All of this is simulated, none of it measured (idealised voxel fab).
This is a process module. Its name is voxel released beams.
FYI the section here is cut, 265 nm wide, cells are 5 nm squares.
Notation: cross-section as square-cell grid; stated in bands, top first, going down; one or more cell rows per band.
Band: top and bottom heights (nm) first, top before bottom; then materials from left to right, widths in nm. "full width" marks a sole material filling the band edge to edge. "air" denotes empty space.
Heights are reckoned from 0. Under this level, the received wafer is all of one material. The bottommost band is open-ended downward, for example "0 -> down".
With a width like "30..40", each row of cells in the band differs from the next by the same amount, the top row carrying the first number and the bottom row the second.
"nothing altered", as given for a step, is the statement that not any cell of the cross-section underwent a change during that step.
Empty spaces without an open route to the top, at least 8 cells in extent, make up the entry "Voids, sealed"; each is given as width x height at distance, where the distance is measured from the left edge, and all are in nm.
Heads up: the bit after the settings on a step's line is the simulator's remark on that step.
The setting "overlay nm" may be written on the line of a step. When the step uses a mask, the value reports how far to the right of the planned place the mask lay, and a negative value reports that it lay to the left.
Reading key. Pairs: pre-step and post-step cross-section, one process step apart; post-step view only to lowest changed band. Step between + settings: beneath pair. Runs: pairs may be from different runs of this module, same starting wafer. Continuation from pair above: only where "Structure before processing" entry says.
Structure before processing
- 0 -> down  Si full width
- Voids, sealed: none
As Processed
- 5 -> 0  SiN full width
- Below 0, the layers are the same as they were.
- Voids, sealed: none
The before and after cross-sections above are linked by CONFORMAL_DEP, material SiN, thk nm 5
Structure before processing: The pre-step condition corresponds to the post-step cross-section depicted in the pair directly above.
As Processed
- 25 -> 5  SiO2 full width
- Below 5, the layers are the same as they were.
- Voids, sealed: none
The before and after cross-sections above are linked by DIRECTIONAL_DEP, material SiO2, thk nm 20
Structure before processing: The pre-step condition corresponds to the post-step cross-section depicted in the pair directly above.
As Processed
- 35 -> 25  aC full width
- Below 25, the layers are the same as they were.
- Voids, sealed: none
The before and after cross-sections above are linked by DIRECTIONAL_DEP, material aC, thk nm 10
Structure before processing: The pre-step condition corresponds to the post-step cross-section depicted in the pair directly above.
As Processed
- 60 -> 35  resist (85), then air (25), then resist (155)
- Below 35, the layers are the same as they were.
- Voids, sealed: none
The before and after cross-sections above are linked by PATTERN, tone open, mask id ANCHOR, material resist, width nm 25, thk nm 25, overlay nm 0
Structure before processing: The pre-step condition corresponds to the post-step cross-section depicted in the pair directly above.
As Processed
- 50 -> 35  resist (85), then air (25), then resist (155)
- 35 -> 25  aC (85), then air (25), then aC (155)
- Below 25, the layers are the same as they were.
- Voids, sealed: none
The before and after cross-sections above are linked by DIRECTIONAL_ETCH, etch materials aC, depth nm 10
Structure before processing: The pre-step condition corresponds to the post-step cross-section depicted in the pair directly above.
As Processed
- 35 -> 25  aC (85), then air (25), then aC (155)
- Below 25, the layers are the same as they were.
- Voids, sealed: none
The before and after cross-sections above are linked by STRIP, etch materials resist
Structure before processing: The pre-step condition corresponds to the post-step cross-section depicted in the pair directly above.
As Processed
- 35 -> 25  aC (85), then air (25), then aC (155)
- 25 -> 5  SiO2 (85), then air (25), then SiO2 (155)
- Below 5, the layers are the same as they were.
- Voids, sealed: none
The before and after cross-sections above are linked by DIRECTIONAL_ETCH, etch materials SiO2, depth nm 20
Structure before processing: The pre-step condition corresponds to the post-step cross-section depicted in the pair directly above.
As Processed
- 25 -> 5  SiO2 (85), then air (25), then SiO2 (155)
- Below 5, the layers are the same as they were.
- Voids, sealed: none
The before and after cross-sections above are linked by STRIP, etch materials aC
Structure before processing: The pre-step condition corresponds to the post-step cross-section depicted in the pair directly above.
As Processed
- 35 -> 25  W (95), then air (5), then W (165)
- 25 -> 15  SiO2 (85), then W (10), then air (5), then W (10), then SiO2 (155)
- 15 -> 5  SiO2 (85), then W (25), then SiO2 (155)
- Below 5, the layers are the same as they were.
- Voids, sealed: none
The before and after cross-sections above are linked by CONFORMAL_DEP, material W, thk nm 10
Structure before processing: The pre-step condition corresponds to the post-step cross-section depicted in the pair directly above.
As Processed
- 35 -> 25  air (80), then W (15), then air (5), then W (75), then air (90)
- Below 25, the layers are the same as they were.
- Voids, sealed: none
The before and after cross-sections above are linked by MASKED_ETCH, tone cover, mask id BEAM, width nm 95, etch materials W, depth nm 10, overlay nm 0
Structure before processing: The pre-step condition corresponds to the post-step cross-section depicted in the pair directly above.
As Processed
- 35 -> 25  air (80), then W (15), then air (5), then W (75), then air (90)
- 25 -> 15  air (85), then W (10), then air (5), then W (10), then air (155)
- 15 -> 5  air (85), then W (25), then air (155)
- Below 5, the layers are the same as they were.
- Voids, sealed: none
The before and after cross-sections above are linked by STRIP, etch materials SiO2
Structure before processing
- 0 -> down  Si full width
- Voids, sealed: none
As Processed
- 20 -> 0  SiO2 full width
- Below 0, the layers are the same as they were.
- Voids, sealed: none
The before and after cross-sections above are linked by DIRECTIONAL_DEP, material SiO2, thk nm 20
Structure before processing: The pre-step condition corresponds to the post-step cross-section depicted in the pair directly above.
As Processed
- 30 -> 20  aC full width
- Below 20, the layers are the same as they were.
- Voids, sealed: none
The before and after cross-sections above are linked by DIRECTIONAL_DEP, material aC, thk nm 10
Structure before processing: The pre-step condition corresponds to the post-step cross-section depicted in the pair directly above.
As Processed
- 55 -> 30  resist (85), then air (25), then resist (155)
- Below 30, the layers are the same as they were.
- Voids, sealed: none
The before and after cross-sections above are linked by PATTERN, tone open, mask id ANCHOR, material resist, width nm 25, thk nm 25, overlay nm 0
Structure before processing: The pre-step condition corresponds to the post-step cross-section depicted in the pair directly above.
As Processed
- 45 -> 30  resist (85), then air (25), then resist (155)
- 30 -> 20  aC (85), then air (25), then aC (155)
- Below 20, the layers are the same as they were.
- Voids, sealed: none
The before and after cross-sections above are linked by DIRECTIONAL_ETCH, etch materials aC, depth nm 10
Structure before processing: The pre-step condition corresponds to the post-step cross-section depicted in the pair directly above.
As Processed
- 30 -> 20  aC (85), then air (25), then aC (155)
- Below 20, the layers are the same as they were.
- Voids, sealed: none
The before and after cross-sections above are linked by STRIP, etch materials resist
Structure before processing: The pre-step condition corresponds to the post-step cross-section depicted in the pair directly above.
As Processed
- 30 -> 20  aC (85), then air (25), then aC (155)
- 20 -> 0  SiO2 (85), then air (25), then SiO2 (155)
- Below 0, the layers are the same as they were.
- Voids, sealed: none
The before and after cross-sections above are linked by DIRECTIONAL_ETCH, etch materials SiO2, depth nm 20
Structure before processing: The pre-step condition corresponds to the post-step cross-section depicted in the pair directly above.
As Processed
- 20 -> 0  SiO2 (85), then air (25), then SiO2 (155)
- Below 0, the layers are the same as they were.
- Voids, sealed: none
The before and after cross-sections above are linked by STRIP, etch materials aC
Structure before processing: The pre-step condition corresponds to the post-step cross-section depicted in the pair directly above.
As Processed
- 30 -> 20  W (95), then air (5), then W (165)
- 20 -> 10  SiO2 (85), then W (10), then air (5), then W (10), then SiO2 (155)
- 10 -> 0  SiO2 (85), then W (25), then SiO2 (155)
- Below 0, the layers are the same as they were.
- Voids, sealed: none
The before and after cross-sections above are linked by CONFORMAL_DEP, material W, thk nm 10
Structure before processing: The pre-step condition corresponds to the post-step cross-section depicted in the pair directly above.
As Processed
- 30 -> 20  air (80), then W (15), then air (5), then W (75), then air (90)
- Below 20, the layers are the same as they were.
- Voids, sealed: none
The before and after cross-sections above are linked by MASKED_ETCH, tone cover, mask id BEAM, width nm 95, etch materials W, depth nm 10, overlay nm 0
Structure before processing: The pre-step condition corresponds to the post-step cross-section depicted in the pair directly above.
As Processed
- 30 -> 20  air (80), then W (15), then air (5), then W (75), then air (90)
- 20 -> 10  air (85), then W (10), then air (5), then W (10), then air (155)
- 10 -> 0  air (85), then W (25), then air (155)
- Below 0, the layers are the same as they were.
- Voids, sealed: none
The before and after cross-sections above are linked by STRIP, etch materials SiO2
Structure before processing
- 20 -> 0  SiO2 full width
- 0 -> down  Si full width
- Voids, sealed: none
As Processed
- 25 -> 20  SiN full width
- Below 20, the layers are the same as they were.
- Voids, sealed: none
The before and after cross-sections above are linked by CONFORMAL_DEP, material SiN, thk nm 5
Structure before processing: The pre-step condition corresponds to the post-step cross-section depicted in the pair directly above.
As Processed
- 35 -> 25  aC full width
- Below 25, the layers are the same as they were.
- Voids, sealed: none
The before and after cross-sections above are linked by DIRECTIONAL_DEP, material aC, thk nm 10
Structure before processing: The pre-step condition corresponds to the post-step cross-section depicted in the pair directly above.
As Processed
- 60 -> 35  resist (85), then air (25), then resist (155)
- Below 35, the layers are the same as they were.
- Voids, sealed: none
The before and after cross-sections above are linked by PATTERN, tone open, mask id ANCHOR, material resist, width nm 25, thk nm 25, overlay nm 0
Structure before processing: The pre-step condition corresponds to the post-step cross-section depicted in the pair directly above.
As Processed
- 50 -> 35  resist (85), then air (25), then resist (155)
- 35 -> 25  aC (85), then air (25), then aC (155)
- Below 25, the layers are the same as they were.
- Voids, sealed: none
The before and after cross-sections above are linked by DIRECTIONAL_ETCH, etch materials aC, depth nm 10
Structure before processing: The pre-step condition corresponds to the post-step cross-section depicted in the pair directly above.
As Processed
- 35 -> 25  aC (85), then air (25), then aC (155)
- Below 25, the layers are the same as they were.
- Voids, sealed: none
The before and after cross-sections above are linked by STRIP, etch materials resist
Structure before processing: The pre-step condition corresponds to the post-step cross-section depicted in the pair directly above.
As Processed
- 25 -> 20  SiN full width
- Below 20, the layers are the same as they were.
- Voids, sealed: none
The before and after cross-sections above are linked by STRIP, etch materials aC
Structure before processing: The pre-step condition corresponds to the post-step cross-section depicted in the pair directly above.
As Processed
- 35 -> 25  W full width
- Below 25, the layers are the same as they were.
- Voids, sealed: none
The before and after cross-sections above are linked by CONFORMAL_DEP, material W, thk nm 10
Structure before processing: The pre-step condition corresponds to the post-step cross-section depicted in the pair directly above.
As Processed
- 35 -> 25  air (80), then W (95), then air (90)
- Below 25, the layers are the same as they were.
- Voids, sealed: none
The before and after cross-sections above are linked by MASKED_ETCH, tone cover, mask id BEAM, width nm 95, etch materials W, depth nm 10, overlay nm 0
Structure before processing
- 0 -> down  Si full width
- Voids, sealed: none
As Processed
- 15 -> 0  SiN full width
- Below 0, the layers are the same as they were.
- Voids, sealed: none
The before and after cross-sections above are linked by CONFORMAL_DEP, material SiN, thk nm 15
Structure before processing: The pre-step condition corresponds to the post-step cross-section depicted in the pair directly above.
As Processed
- 35 -> 15  SiO2 full width
- Below 15, the layers are the same as they were.
- Voids, sealed: none
The before and after cross-sections above are linked by DIRECTIONAL_DEP, material SiO2, thk nm 20
Structure before processing: The pre-step condition corresponds to the post-step cross-section depicted in the pair directly above.
As Processed
- 45 -> 35  aC full width
- Below 35, the layers are the same as they were.
- Voids, sealed: none
The before and after cross-sections above are linked by DIRECTIONAL_DEP, material aC, thk nm 10
Structure before processing: The pre-step condition corresponds to the post-step cross-section depicted in the pair directly above.
As Processed
- 70 -> 45  resist (85), then air (25), then resist (155)
- Below 45, the layers are the same as they were.
- Voids, sealed: none
The before and after cross-sections above are linked by PATTERN, tone open, mask id ANCHOR, material resist, width nm 25, thk nm 25, overlay nm 0
Structure before processing: The pre-step condition corresponds to the post-step cross-section depicted in the pair directly above.
As Processed
- 60 -> 45  resist (85), then air (25), then resist (155)
- 45 -> 35  aC (85), then air (25), then aC (155)
- Below 35, the layers are the same as they were.
- Voids, sealed: none
The before and after cross-sections above are linked by DIRECTIONAL_ETCH, etch materials aC, depth nm 10
Structure before processing: The pre-step condition corresponds to the post-step cross-section depicted in the pair directly above.
As Processed
- 45 -> 35  aC (85), then air (25), then aC (155)
- Below 35, the layers are the same as they were.
- Voids, sealed: none
The before and after cross-sections above are linked by STRIP, etch materials resist
Structure before processing: The pre-step condition corresponds to the post-step cross-section depicted in the pair directly above.
As Processed
- 45 -> 35  aC (85), then air (25), then aC (155)
- 35 -> 15  SiO2 (85), then air (25), then SiO2 (155)
- Below 15, the layers are the same as they were.
- Voids, sealed: none
The before and after cross-sections above are linked by DIRECTIONAL_ETCH, etch materials SiO2, depth nm 20
Structure before processing: The pre-step condition corresponds to the post-step cross-section depicted in the pair directly above.
As Processed
- 35 -> 15  SiO2 (85), then air (25), then SiO2 (155)
- Below 15, the layers are the same as they were.
- Voids, sealed: none
The before and after cross-sections above are linked by STRIP, etch materials aC
Structure before processing: The pre-step condition corresponds to the post-step cross-section depicted in the pair directly above.
As Processed
- 45 -> 35  W (95), then air (5), then W (165)
- 35 -> 25  SiO2 (85), then W (10), then air (5), then W (10), then SiO2 (155)
- 25 -> 15  SiO2 (85), then W (25), then SiO2 (155)
- Below 15, the layers are the same as they were.
- Voids, sealed: none
The before and after cross-sections above are linked by CONFORMAL_DEP, material W, thk nm 10
Structure before processing: The pre-step condition corresponds to the post-step cross-section depicted in the pair directly above.
As Processed
- 45 -> 35  air (80), then W (15), then air (5), then W (75), then air (90)
- Below 35, the layers are the same as they were.
- Voids, sealed: none
The before and after cross-sections above are linked by MASKED_ETCH, tone cover, mask id BEAM, width nm 95, etch materials W, depth nm 10, overlay nm 0
Structure before processing: The pre-step condition corresponds to the post-step cross-section depicted in the pair directly above.
As Processed
- 45 -> 35  air (80), then W (15), then air (5), then W (75), then air (90)
- 35 -> 25  air (85), then W (10), then air (5), then W (10), then air (155)
- 25 -> 15  air (85), then W (25), then air (155)
- Below 15, the layers are the same as they were.
- Voids, sealed: none
The before and after cross-sections above are linked by STRIP, etch materials SiO2
Structure before processing
- 35 -> 25  W (95), then air (5), then W (165)
- 25 -> 15  SiO2 (85), then W (10), then air (5), then W (10), then SiO2 (155)
- 15 -> 5  SiO2 (85), then W (25), then SiO2 (155)
- 5 -> 0  SiN full width
- 0 -> down  Si full width
- Voids, sealed: none
As Processed
- 35 -> 25  air (75), then W (20), then air (5), then W (80), then air (85)
- Below 25, the layers are the same as they were.
- Voids, sealed: none
The before and after cross-sections above are linked by MASKED_ETCH, tone cover, mask id BEAM, width nm 105, etch materials W, depth nm 10, overlay nm 0
Structure before processing: The pre-step condition corresponds to the post-step cross-section depicted in the pair directly above.
As Processed
- 35 -> 25  air (75), then W (20), then air (5), then W (80), then air (85)
- 25 -> 15  air (85), then W (10), then air (5), then W (10), then air (155)
- 15 -> 5  air (85), then W (25), then air (155)
- Below 5, the layers are the same as they were.
- Voids, sealed: none
The before and after cross-sections above are linked by STRIP, etch materials SiO2
Structure before processing
- 35 -> 25  W (95), then air (5), then W (165)
- 25 -> 15  SiO2 (85), then W (10), then air (5), then W (10), then SiO2 (155)
- 15 -> 5  SiO2 (85), then W (25), then SiO2 (155)
- 5 -> 0  SiN full width
- 0 -> down  Si full width
- Voids, sealed: none
As Processed
- 35 -> 25  air (85), then W (10), then air (5), then W (80), then air (85)
- Below 25, the layers are the same as they were.
- Voids, sealed: none
The before and after cross-sections above are linked by MASKED_ETCH, tone cover, mask id BEAM, width nm 95, etch materials W, depth nm 10, overlay nm 5
Structure before processing: The pre-step condition corresponds to the post-step cross-section depicted in the pair directly above.
As Processed
- 35 -> 25  air (85), then W (10), then air (5), then W (80), then air (85)
- 25 -> 15  air (85), then W (10), then air (5), then W (10), then air (155)
- 15 -> 5  air (85), then W (25), then air (155)
- Below 5, the layers are the same as they were.
- Voids, sealed: none
The before and after cross-sections above are linked by STRIP, etch materials SiO2
Structure before processing
- 35 -> 25  air (80), then W (15), then air (5), then W (75), then air (90)
- 25 -> 15  SiO2 (85), then W (10), then air (5), then W (10), then SiO2 (155)
- 15 -> 5  SiO2 (85), then W (25), then SiO2 (155)
- 5 -> 0  SiN full width
- 0 -> down  Si full width
- Voids, sealed: none
As Processed
- 25 -> 5  SiO2 (85), then air (25), then SiO2 (155)
- Below 5, the layers are the same as they were.
- Voids, sealed: none
The before and after cross-sections above are linked by STRIP, etch materials W
Structure before processing
- 35 -> 25  aC full width
- 25 -> 5  SiO2 full width
- 5 -> 0  SiN full width
- 0 -> down  Si full width
- Voids, sealed: none
As Processed
- 60 -> 35  air (85), then resist (25), then air (155)
- Below 35, the layers are the same as they were.
- Voids, sealed: none
The before and after cross-sections above are linked by PATTERN, tone cover, mask id ANCHOR, material resist, width nm 25, thk nm 25, overlay nm 0
Structure before processing: The pre-step condition corresponds to the post-step cross-section depicted in the pair directly above.
As Processed
- 50 -> 35  air (85), then resist (25), then air (155)
- 35 -> 25  air (85), then aC (25), then air (155)
- Below 25, the layers are the same as they were.
- Voids, sealed: none
The before and after cross-sections above are linked by DIRECTIONAL_ETCH, etch materials aC, depth nm 10
Structure before processing: The pre-step condition corresponds to the post-step cross-section depicted in the pair directly above.
As Processed
- 35 -> 25  air (85), then aC (25), then air (155)
- Below 25, the layers are the same as they were.
- Voids, sealed: none
The before and after cross-sections above are linked by STRIP, etch materials resist
Structure before processing: The pre-step condition corresponds to the post-step cross-section depicted in the pair directly above.
As Processed
- 35 -> 25  air (85), then aC (25), then air (155)
- 25 -> 5  air (85), then SiO2 (25), then air (155)
- Below 5, the layers are the same as they were.
- Voids, sealed: none
The before and after cross-sections above are linked by DIRECTIONAL_ETCH, etch materials SiO2, depth nm 20
Structure before processing: The pre-step condition corresponds to the post-step cross-section depicted in the pair directly above.
As Processed
- 25 -> 5  air (85), then SiO2 (25), then air (155)
- Below 5, the layers are the same as they were.
- Voids, sealed: none
The before and after cross-sections above are linked by STRIP, etch materials aC
Structure before processing: The pre-step condition corresponds to the post-step cross-section depicted in the pair directly above.
As Processed
- 35 -> 25  air (75), then W (45), then air (145)
- 25 -> 15  air (75), then W (10), then SiO2 (25), then W (10), then air (145)
- 15 -> 5  W (85), then SiO2 (25), then W (155)
- Below 5, the layers are the same as they were.
- Voids, sealed: none
The before and after cross-sections above are linked by CONFORMAL_DEP, material W, thk nm 10
Structure before processing: The pre-step condition corresponds to the post-step cross-section depicted in the pair directly above.
As Processed
- 35 -> 25  air (80), then W (40), then air (145)
- 25 -> 15  air (75), then W (10), then SiO2 (25), then W (10), then air (145)
- 15 -> 5  air (75), then W (10), then SiO2 (25), then W (65), then air (90)
- Below 5, the layers are the same as they were.
- Voids, sealed: none
The before and after cross-sections above are linked by MASKED_ETCH, tone cover, mask id BEAM, width nm 95, etch materials W, depth nm 10, overlay nm 0
